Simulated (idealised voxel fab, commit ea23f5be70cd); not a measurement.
The following process module bears the name voxel wiring stack.
cross-section cut | 230 nm wide | cells 5 nm
Cross-section = grid of square cells, listed top down in bands; band = one or more rows.
For a band, the entry starts with two heights in nm, that of the top and then that of the bottom, and carries on with the band's materials in order from left to right, each alongside its width in nm; the word "full width" beside a single material means it fills the band edge to edge, and "blank" means empty space.
It should be noted that heights are counted from 0, beneath which the wafer as supplied is of one material throughout, and that the lowest band possesses no lower boundary but continues downward, as written in "0 down".
A width given as "30..40" starts at the first number in the band's top row and ends at the second number in its bottom row, shifting by an equal amount at every step from row to row.
Step note "nothing got changed" = no cross-section cell changed.
Listed in "Listed closed voids": every empty space of 8 or more cells without an open way to the top. Form: width x height at distance, the distance being from the left edge, all in nm.
Past the settings on a step's line: simulator remark, on that step.
On any step carrying a mask, the "overlay nm" setting, if present on the step's line, tells how far right of its planned place the mask lay; negative values point to the left.

List of planned process steps
1: op RECEIVE | material Si
2: op CONFORMAL_DEP | material SiO2 | thk nm 10
3: op DIRECTIONAL_DEP | material TiN | thk nm 5
4: op DIRECTIONAL_DEP | material Ru | thk nm 25
5: op PATTERN | tone cover | mask id METAL_1 | material resist | width nm 25 | pitch nm 55 | thk nm 20 | overlay nm 0
6: op DIRECTIONAL_ETCH | etch materials Ru | depth nm 25
7: op DIRECTIONAL_ETCH | etch materials TiN | depth nm 5
8: op STRIP | etch materials resist
9: op FILL_DEP | material SiO2 | thk nm 10
10: op CMP | height nm 40
11: op CONFORMAL_DEP | material SiCN | thk nm 5
12: op DIRECTIONAL_DEP | material lowk | thk nm 20
13: op MASKED_ETCH | tone open | mask id PLUG_1 | width nm 15 | pitch nm 55 | etch materials lowk | depth nm 20 | overlay nm 0
14: op MASKED_ETCH | tone open | mask id PLUG_1 | width nm 15 | pitch nm 55 | etch materials SiCN | depth nm 5 | overlay nm 0
15: op EPI | material Ru | thk nm 10
16: op EPI | material Ru | thk nm 10
17: op EPI | material Ru | thk nm 5
18: op CONFORMAL_DEP | material SiN | thk nm 5
19: op DIRECTIONAL_DEP | material lowk | thk nm 20
20: op MASKED_ETCH | tone open | mask id METAL_2 | width nm 25 | pitch nm 55 | etch materials lowk | depth nm 20 | overlay nm 0
21: op MASKED_ETCH | tone open | mask id METAL_2 | width nm 25 | pitch nm 55 | etch materials SiN | depth nm 5 | overlay nm 0
22: op CONFORMAL_DEP | material TiN | thk nm 5
23: op FILL_DEP | material Ru | thk nm 10
24: op CMP | height nm 90
25: op EPI | material Ru | thk nm 5
26: op FILL_DEP | material SiCN | thk nm 5
27: op DIRECTIONAL_DEP | material lowk | thk nm 35
28: op DIRECTIONAL_DEP | material aC | thk nm 10
29: op PATTERN | tone open | mask id METAL_3 | material resist | width nm 25 | pitch nm 55 | thk nm 25 | overlay nm 0
30: op DIRECTIONAL_ETCH | etch materials aC | depth nm 10
31: op STRIP | etch materials resist
32: op DIRECTIONAL_ETCH | etch materials lowk | depth nm 20
33: op STRIP | etch materials aC
34: op DIRECTIONAL_DEP | material aC | thk nm 10
35: op PATTERN | tone open | mask id METAL_3_HOLES | material resist | width nm 15 | pitch nm 55 | thk nm 30 | overlay nm 0
36: op DIRECTIONAL_ETCH | etch materials aC | depth nm 10
37: op STRIP | etch materials resist
38: op DIRECTIONAL_ETCH | etch materials lowk | depth nm 15
39: op DIRECTIONAL_ETCH | etch materials SiCN | depth nm 5
40: op STRIP | etch materials aC
41: op CONFORMAL_DEP | material TiN | thk nm 5
42: op FILL_DEP | material Cu | thk nm 10
43: op CMP | height nm 135
44: op CONFORMAL_DEP | material SiN | thk nm 5

First of two wafers - as planned

This is the cross-section of the wafer as we received it, i.e. after step 1
0 down = Si full width
Listed closed voids: none

Cross-sectional representation of the wafer at the conclusion of step 2
10 to 0 = SiO2 full width
Heights below 0 show no change.

Cross-sectional representation of the wafer at the conclusion of step 3
15 to 10 = TiN full width
Heights below 10 show no change.

Cross-sectional representation of the wafer at the conclusion of step 4
40 to 15 = Ru full width
Heights below 15 show no change.

Cross-sectional representation of the wafer at the conclusion of step 5
60 to 40 = blank 75 | resist 25 | blank 30 | resist 25 | blank 75
Heights below 40 show no change.

Cross-sectional representation of the wafer at the conclusion of step 6
60 to 40 = blank 75 | resist 25 | blank 30 | resist 25 | blank 75
40 to 15 = blank 75 | Ru 25 | blank 30 | Ru 25 | blank 75
Heights below 15 show no change.

Cross-sectional representation of the wafer at the conclusion of step 7
60 to 40 = blank 75 | resist 25 | blank 30 | resist 25 | blank 75
40 to 15 = blank 75 | Ru 25 | blank 30 | Ru 25 | blank 75
15 to 10 = blank 75 | TiN 25 | blank 30 | TiN 25 | blank 75
Heights below 10 show no change.

Cross-sectional representation of the wafer at the conclusion of step 8
40 to 15 = blank 75 | Ru 25 | blank 30 | Ru 25 | blank 75
Heights below 15 show no change.

Cross-sectional representation of the wafer at the conclusion of step 9
50 to 40 = SiO2 full width
40 to 15 = SiO2 75 | Ru 25 | SiO2 30 | Ru 25 | SiO2 75
15 to 10 = SiO2 75 | TiN 25 | SiO2 30 | TiN 25 | SiO2 75
Heights below 10 show no change.

Cross-sectional representation of the wafer at the conclusion of step 10
40 to 15 = SiO2 75 | Ru 25 | SiO2 30 | Ru 25 | SiO2 75
Heights below 15 show no change.

Cross-sectional representation of the wafer at the conclusion of step 11
45 to 40 = SiCN full width
Heights below 40 show no change.

Cross-sectional representation of the wafer at the conclusion of step 12
65 to 45 = lowk full width
Heights below 45 show no change.

Cross-sectional representation of the wafer at the conclusion of step 13
65 to 45 = lowk 75 | blank 15 | lowk 40 | blank 15 | lowk 85
Heights below 45 show no change.

Cross-sectional representation of the wafer at the conclusion of step 14
65 to 45 = lowk 75 | blank 15 | lowk 40 | blank 15 | lowk 85
45 to 40 = SiCN 75 | blank 15 | SiCN 40 | blank 15 | SiCN 85
Heights below 40 show no change.

Cross-sectional representation of the wafer at the conclusion of step 15
65 to 50 = lowk 75 | blank 15 | lowk 40 | blank 15 | lowk 85
50 to 45 = lowk 75 | Ru 15 | lowk 40 | Ru 15 | lowk 85
45 to 40 = SiCN 75 | Ru 15 | SiCN 40 | Ru 15 | SiCN 85
Heights below 40 show no change.

Cross-sectional representation of the wafer at the conclusion of step 16
65 to 60 = lowk 75 | blank 15 | lowk 40 | blank 15 | lowk 85
60 to 45 = lowk 75 | Ru 15 | lowk 40 | Ru 15 | lowk 85
Heights below 45 show no change.

Cross-sectional representation of the wafer at the conclusion of step 17
65 to 45 = lowk 75 | Ru 15 | lowk 40 | Ru 15 | lowk 85
Heights below 45 show no change.

Cross-sectional representation of the wafer at the conclusion of step 18
70 to 65 = SiN full width
Heights below 65 show no change.

Cross-sectional representation of the wafer at the conclusion of step 19
90 to 70 = lowk full width
Heights below 70 show no change.

Cross-sectional representation of the wafer at the conclusion of step 20
90 to 70 = lowk 75 | blank 25 | lowk 30 | blank 25 | lowk 75
Heights below 70 show no change.

Cross-sectional representation of the wafer at the conclusion of step 21
90 to 70 = lowk 75 | blank 25 | lowk 30 | blank 25 | lowk 75
70 to 65 = SiN 75 | blank 25 | SiN 30 | blank 25 | SiN 75
Heights below 65 show no change.

Cross-sectional representation of the wafer at the conclusion of step 22
95 to 90 = TiN 80 | blank 15 | TiN 40 | blank 15 | TiN 80
90 to 70 = lowk 75 | TiN 5 | blank 15 | TiN 5 | lowk 30 | TiN 5 | blank 15 | TiN 5 | lowk 75
70 to 65 = SiN 75 | TiN 25 | SiN 30 | TiN 25 | SiN 75
Heights below 65 show no change.

Cross-sectional representation of the wafer at the conclusion of step 23
105 to 95 = Ru full width
95 to 90 = TiN 80 | Ru 15 | TiN 40 | Ru 15 | TiN 80
90 to 70 = lowk 75 | TiN 5 | Ru 15 | TiN 5 | lowk 30 | TiN 5 | Ru 15 | TiN 5 | lowk 75
Heights below 70 show no change.

Cross-sectional representation of the wafer at the conclusion of step 24
90 to 70 = lowk 75 | TiN 5 | Ru 15 | TiN 5 | lowk 30 | TiN 5 | Ru 15 | TiN 5 | lowk 75
Heights below 70 show no change.

Cross-sectional representation of the wafer at the conclusion of step 25
95 to 90 = blank 70 | Ru 35 | blank 20 | Ru 35 | blank 70
Heights below 90 show no change.

Cross-sectional representation of the wafer at the conclusion of step 26
100 to 95 = SiCN full width
95 to 90 = SiCN 70 | Ru 35 | SiCN 20 | Ru 35 | SiCN 70
Heights below 90 show no change.

Cross-sectional representation of the wafer at the conclusion of step 27
135 to 100 = lowk full width
Heights below 100 show no change.

Cross-sectional representation of the wafer at the conclusion of step 28
145 to 135 = aC full width
Heights below 135 show no change.

Cross-sectional representation of the wafer at the conclusion of step 29
170 to 145 = resist 75 | blank 25 | resist 30 | blank 25 | resist 75
Heights below 145 show no change.

Cross-sectional representation of the wafer at the conclusion of step 30
160 to 145 = resist 75 | blank 25 | resist 30 | blank 25 | resist 75
145 to 135 = aC 75 | blank 25 | aC 30 | blank 25 | aC 75
Heights below 135 show no change.

Cross-sectional representation of the wafer at the conclusion of step 31
145 to 135 = aC 75 | blank 25 | aC 30 | blank 25 | aC 75
Heights below 135 show no change.

Cross-sectional representation of the wafer at the conclusion of step 32
145 to 135 = aC 75 | blank 25 | aC 30 | blank 25 | aC 75
135 to 115 = lowk 75 | blank 25 | lowk 30 | blank 25 | lowk 75
Heights below 115 show no change.

Cross-sectional representation of the wafer at the conclusion of step 33
135 to 115 = lowk 75 | blank 25 | lowk 30 | blank 25 | lowk 75
Heights below 115 show no change.

Cross-sectional representation of the wafer at the conclusion of step 34
145 to 135 = aC 75 | blank 25 | aC 30 | blank 25 | aC 75
135 to 125 = lowk 75 | blank 25 | lowk 30 | blank 25 | lowk 75
125 to 115 = lowk 75 | aC 25 | lowk 30 | aC 25 | lowk 75
Heights below 115 show no change.

Cross-sectional representation of the wafer at the conclusion of step 35
175 to 145 = resist 75 | blank 15 | resist 40 | blank 15 | resist 85
145 to 135 = aC 75 | blank 15 | resist 10 | aC 30 | blank 15 | resist 10 | aC 75
135 to 125 = lowk 75 | blank 15 | resist 10 | lowk 30 | blank 15 | resist 10 | lowk 75
Heights below 125 show no change.

Cross-sectional representation of the wafer at the conclusion of step 36
165 to 145 = resist 75 | blank 15 | resist 40 | blank 15 | resist 85
145 to 135 = aC 75 | blank 15 | resist 10 | aC 30 | blank 15 | resist 10 | aC 75
135 to 125 = lowk 75 | blank 15 | resist 10 | lowk 30 | blank 15 | resist 10 | lowk 75
125 to 115 = lowk 75 | blank 15 | aC 10 | lowk 30 | blank 15 | aC 10 | lowk 75
Heights below 115 show no change.

Cross-sectional representation of the wafer at the conclusion of step 37
145 to 135 = aC 75 | blank 25 | aC 30 | blank 25 | aC 75
135 to 125 = lowk 75 | blank 25 | lowk 30 | blank 25 | lowk 75
Heights below 125 show no change.

Cross-sectional representation of the wafer at the conclusion of step 38
145 to 135 = aC 75 | blank 25 | aC 30 | blank 25 | aC 75
135 to 125 = lowk 75 | blank 25 | lowk 30 | blank 25 | lowk 75
125 to 115 = lowk 75 | blank 15 | aC 10 | lowk 30 | blank 15 | aC 10 | lowk 75
115 to 100 = lowk 75 | blank 15 | lowk 40 | blank 15 | lowk 85
Heights below 100 show no change.

Cross-sectional representation of the wafer at the conclusion of step 39
145 to 135 = aC 75 | blank 25 | aC 30 | blank 25 | aC 75
135 to 125 = lowk 75 | blank 25 | lowk 30 | blank 25 | lowk 75
125 to 115 = lowk 75 | blank 15 | aC 10 | lowk 30 | blank 15 | aC 10 | lowk 75
115 to 100 = lowk 75 | blank 15 | lowk 40 | blank 15 | lowk 85
100 to 95 = SiCN 75 | blank 15 | SiCN 40 | blank 15 | SiCN 85
Heights below 95 show no change.

Cross-sectional representation of the wafer at the conclusion of step 40
135 to 115 = lowk 75 | blank 25 | lowk 30 | blank 25 | lowk 75
Heights below 115 show no change.

Cross-sectional representation of the wafer at the conclusion of step 41
140 to 135 = TiN 80 | blank 15 | TiN 40 | blank 15 | TiN 80
135 to 120 = lowk 75 | TiN 5 | blank 15 | TiN 5 | lowk 30 | TiN 5 | blank 15 | TiN 5 | lowk 75
120 to 115 = lowk 75 | TiN 5 | blank 5 | TiN 15 | lowk 30 | TiN 5 | blank 5 | TiN 15 | lowk 75
115 to 100 = lowk 75 | TiN 5 | blank 5 | TiN 5 | lowk 40 | TiN 5 | blank 5 | TiN 5 | lowk 85
100 to 95 = SiCN 75 | TiN 15 | SiCN 40 | TiN 15 | SiCN 85
Heights below 95 show no change.

Cross-sectional representation of the wafer at the conclusion of step 42
150 to 140 = Cu full width
140 to 135 = TiN 80 | Cu 15 | TiN 40 | Cu 15 | TiN 80
135 to 120 = lowk 75 | TiN 5 | Cu 15 | TiN 5 | lowk 30 | TiN 5 | Cu 15 | TiN 5 | lowk 75
120 to 115 = lowk 75 | TiN 5 | Cu 5 | TiN 15 | lowk 30 | TiN 5 | Cu 5 | TiN 15 | lowk 75
115 to 100 = lowk 75 | TiN 5 | Cu 5 | TiN 5 | lowk 40 | TiN 5 | Cu 5 | TiN 5 | lowk 85
Heights below 100 show no change.

Cross-sectional representation of the wafer at the conclusion of step 43
135 to 120 = lowk 75 | TiN 5 | Cu 15 | TiN 5 | lowk 30 | TiN 5 | Cu 15 | TiN 5 | lowk 75
Heights below 120 show no change.

Cross-sectional representation of the wafer at the conclusion of step 44
140 to 135 = SiN full width
Heights below 135 show no change.

Second wafer: same start and same plan as the first, one execution error; identical to the first through step 34

Second wafer, cut view, end of step 35 per plan
175 to 145 = blank 75 | resist 15 | blank 40 | resist 15 | blank 85
145 to 135 = aC 75 | resist 15 | blank 10 | aC 30 | resist 15 | blank 10 | aC 75
135 to 125 = lowk 75 | resist 15 | blank 10 | lowk 30 | resist 15 | blank 10 | lowk 75
Heights below 125 show no change.

Second wafer, cut view, end of step 36 per plan
165 to 135 = blank 75 | resist 15 | blank 40 | resist 15 | blank 85
135 to 125 = lowk 75 | resist 15 | blank 10 | lowk 30 | resist 15 | blank 10 | lowk 75
125 to 115 = lowk 75 | aC 15 | blank 10 | lowk 30 | aC 15 | blank 10 | lowk 75
Heights below 115 show no change.

Second wafer, cut view, end of step 37 per plan
135 to 125 = lowk 75 | blank 25 | lowk 30 | blank 25 | lowk 75
Heights below 125 show no change.

Second wafer, cut view, end of step 38 per plan
125 to 120 = blank 75 | aC 15 | blank 40 | aC 15 | blank 85
120 to 115 = lowk 75 | aC 15 | blank 10 | lowk 30 | aC 15 | blank 10 | lowk 75
115 to 100 = lowk 90 | blank 10 | lowk 45 | blank 10 | lowk 75
Heights below 100 show no change.

Second wafer, cut view, end of step 39 per plan
125 to 120 = blank 75 | aC 15 | blank 40 | aC 15 | blank 85
120 to 115 = lowk 75 | aC 15 | blank 10 | lowk 30 | aC 15 | blank 10 | lowk 75
115 to 100 = lowk 90 | blank 10 | lowk 45 | blank 10 | lowk 75
100 to 95 = SiCN 90 | blank 10 | SiCN 45 | blank 10 | SiCN 75
Heights below 95 show no change.

Second wafer, cut view, end of step 40 per plan
120 to 115 = lowk 75 | blank 25 | lowk 30 | blank 25 | lowk 75
Heights below 115 show no change.

Second wafer, cut view, end of step 41 per plan
125 to 120 = TiN 80 | blank 15 | TiN 40 | blank 15 | TiN 80
120 to 115 = lowk 75 | TiN 25 | lowk 30 | TiN 25 | lowk 75
115 to 100 = lowk 90 | TiN 10 | lowk 45 | TiN 10 | lowk 75
100 to 95 = SiCN 90 | TiN 10 | SiCN 45 | TiN 10 | SiCN 75
Heights below 95 show no change.

Second wafer, cut view, end of step 42 per plan
135 to 125 = Cu full width
125 to 120 = TiN 80 | Cu 15 | TiN 40 | Cu 15 | TiN 80
Heights below 120 show no change.

Second wafer, cut view, end of step 43 per plan: nothing got changed

Second wafer, cut view, end of step 44 per plan
140 to 135 = SiN full width
Heights below 135 show no change.
Heads up, the wafer didn't run the way we planned it: step 35 ran differently from the plan; actual operation with settings: op PATTERN | tone cover | mask id METAL_3_HOLES | material resist | width nm 15 | pitch nm 55 | thk nm 30 | overlay nm 0
Wrapping up, a cell-based count of both wafers puts the second over or under the first for these materials: Cu: 72 more, SiCN: 2 more, TiN: 28 more, lowk: 102 fewer
